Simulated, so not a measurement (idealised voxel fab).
The process module presented herein is designated voxel capacitor over wiring.
In the cross-section labelled cut, the width is 300 nm and each square cell is 5 nm.
A cross-section is a grid of square cells, given in bands from the top down. A band is one or more rows of cells. Read a band's entry like this: the first values are the height of its top and the height of its bottom in nm, and what follows is the sequence of materials from left to right, each with its width in nm. Note that "empty" is empty space, and that a single material marked "throughout" reaches across the band from edge to edge. Basically, 0 is our baseline, since under it the wafer straight out of the box is all one material. The bottom band has no lower end and keeps on going down, so it looks like "z 0 and below". Width: "30->40" (first number = top row, second number = bottom row, same change from row to row of cells). "remained unchanged" after a step means that no cell of the cross-section changed. In "Sealed voids" the enclosed voids are listed, meaning empty spaces of 8 cells or larger without any opening to the top. The form is width x height at distance, distance from the left edge, units nm. On each step's line, the part that comes after the settings is the simulator's own comment on the step. overlay nm: for a step with a mask, the amount by which the mask lay right of where it was planned; a negative amount means left of it.

# The planned process steps are enumerated hereunder
1) RECEIVE | material Si
2) CONFORMAL_DEP | material SiO2 | thk nm 15
3) CONFORMAL_DEP | material SiN | thk nm 5
4) DIRECTIONAL_DEP | material lowk | thk nm 20
5) DIRECTIONAL_DEP | material aC | thk nm 15
6) PATTERN | tone open | mask id METAL_1 | material resist | width nm 20 | pitch nm 85 | thk nm 30 | overlay nm 0
7) DIRECTIONAL_ETCH | etch materials aC | depth nm 15
8) STRIP | etch materials resist
9) DIRECTIONAL_ETCH | etch materials lowk | depth nm 20
10) DIRECTIONAL_ETCH | etch materials SiN | depth nm 5
11) STRIP | etch materials aC
12) CONFORMAL_DEP | material TiN | thk nm 5
13) FILL_DEP | material Cu | thk nm 10
14) CMP | height nm 40
15) CONFORMAL_DEP | material SiCN | thk nm 5
16) DIRECTIONAL_DEP | material lowk | thk nm 20
17) PATTERN | tone open | mask id PLUG_1 | material resist | width nm 15 | thk nm 20 | overlay nm 0
18) DIRECTIONAL_ETCH | etch materials lowk | depth nm 20
19) DIRECTIONAL_ETCH | etch materials SiCN | depth nm 5
20) STRIP | etch materials resist
21) EPI | material Ru | thk nm 10
22) EPI | material Ru | thk nm 10
23) EPI | material Ru | thk nm 5
24) DIRECTIONAL_DEP | material TiN | thk nm 5
25) DIRECTIONAL_DEP | material SiN | thk nm 5
26) DIRECTIONAL_DEP | material TiN | thk nm 10
27) PATTERN | tone cover | mask id UPPER_PLATE | material resist | width nm 70 | thk nm 15 | overlay nm 0
28) DIRECTIONAL_ETCH | etch materials TiN | depth nm 10
29) DIRECTIONAL_ETCH | etch materials SiN | depth nm 5
30) STRIP | etch materials resist
31) MASKED_ETCH | tone cover | mask id LOWER_PLATE | width nm 80 | etch materials TiN | depth nm 5 | overlay nm 0
32) FILL_DEP | material SiO2 | thk nm 20
33) CMP | height nm 100
34) MASKED_ETCH | tone open | mask id PLUG_2 | width nm 15 | etch materials SiO2 | depth nm 15 | overlay nm 0
35) CONFORMAL_DEP | material TiN | thk nm 5
36) FILL_DEP | material Cu | thk nm 10
37) CMP | height nm 100
38) CONFORMAL_DEP | material SiCN | thk nm 5

# Cross-section of the wafer as it came to us, i.e., already through step 1
	z 0 and below = Si throughout
	Sealed voids: none

# Post-module cross-section of the first of two wafers (run per plan)
	z 105 to 100 = SiCN throughout
	z 100 to 90 = SiO2: 110 | TiN: 5 | Cu: 5 | TiN: 5 | SiO2: 175
	z 90 to 85 = SiO2: 110 | TiN: 15 | SiO2: 175
	z 85 to 75 = SiO2: 100 | TiN: 70 | SiO2: 130
	z 75 to 70 = SiO2: 100 | SiN: 70 | SiO2: 130
	z 70 to 65 = SiO2: 95 | TiN: 80 | SiO2: 125
	z 65 to 45 = lowk: 100 | Ru: 15 | lowk: 185
	z 45 to 40 = SiCN: 100 | Ru: 15 | SiCN: 185
	z 40 to 20 = lowk: 95 | TiN: 5 | Cu: 10 | TiN: 5 | lowk: 65 | TiN: 5 | Cu: 10 | TiN: 5 | lowk: 100
	z 20 to 15 = SiN: 95 | TiN: 20 | SiN: 65 | TiN: 20 | SiN: 100
	z 15 to 0 = SiO2 throughout
	z 0 and below = Si throughout
	Sealed voids: none

# Wafer two cross-section, module end. Start and plan unchanged from wafer one; one mistake made during the run
	z 105 to 100 = SiCN throughout
	z 100 to 95 = SiO2: 110 | TiN: 5 | Cu: 5 | TiN: 5 | SiO2: 175
	z 95 to 90 = SiO2: 110 | TiN: 15 | SiO2: 175
	z 90 to 85 = SiO2: 100 | TiN: 5 | SiO2: 5 | TiN: 60 | SiO2: 130
	z 85 to 80 = SiO2: 100 | TiN: 70 | SiO2: 130
	z 80 to 75 = SiO2: 100 | SiN: 5 | TiN: 5 | SiN: 60 | SiO2: 130
	z 75 to 70 = Ru: 105 | SiN: 5 | Ru: 190
	z 70 to 65 = TiN: 100 | Ru: 15 | TiN: 185
	z 65 to 60 = lowk: 100 | TiN: 15 | lowk: 185
	z 60 to 45 = lowk: 100 | Ru: 15 | lowk: 185
	z 45 to 40 = SiCN: 100 | Ru: 15 | SiCN: 185
	z 40 to 20 = lowk: 95 | TiN: 5 | Cu: 10 | TiN: 5 | lowk: 65 | TiN: 5 | Cu: 10 | TiN: 5 | lowk: 100
	z 20 to 15 = SiN: 95 | TiN: 20 | SiN: 65 | TiN: 20 | SiN: 100
	z 15 to 0 = SiO2 throughout
	z 0 and below = Si throughout
	Sealed voids: none
Against the plan, the run slipped here: so 23 and 24 got swapped relative to the plan, each ran where the other was supposed to
Wrapping up, a cell-based count of both wafers puts the second over or under the first for these materials: -1 Cu | +59 Ru | -100 SiO2 | +42 TiN
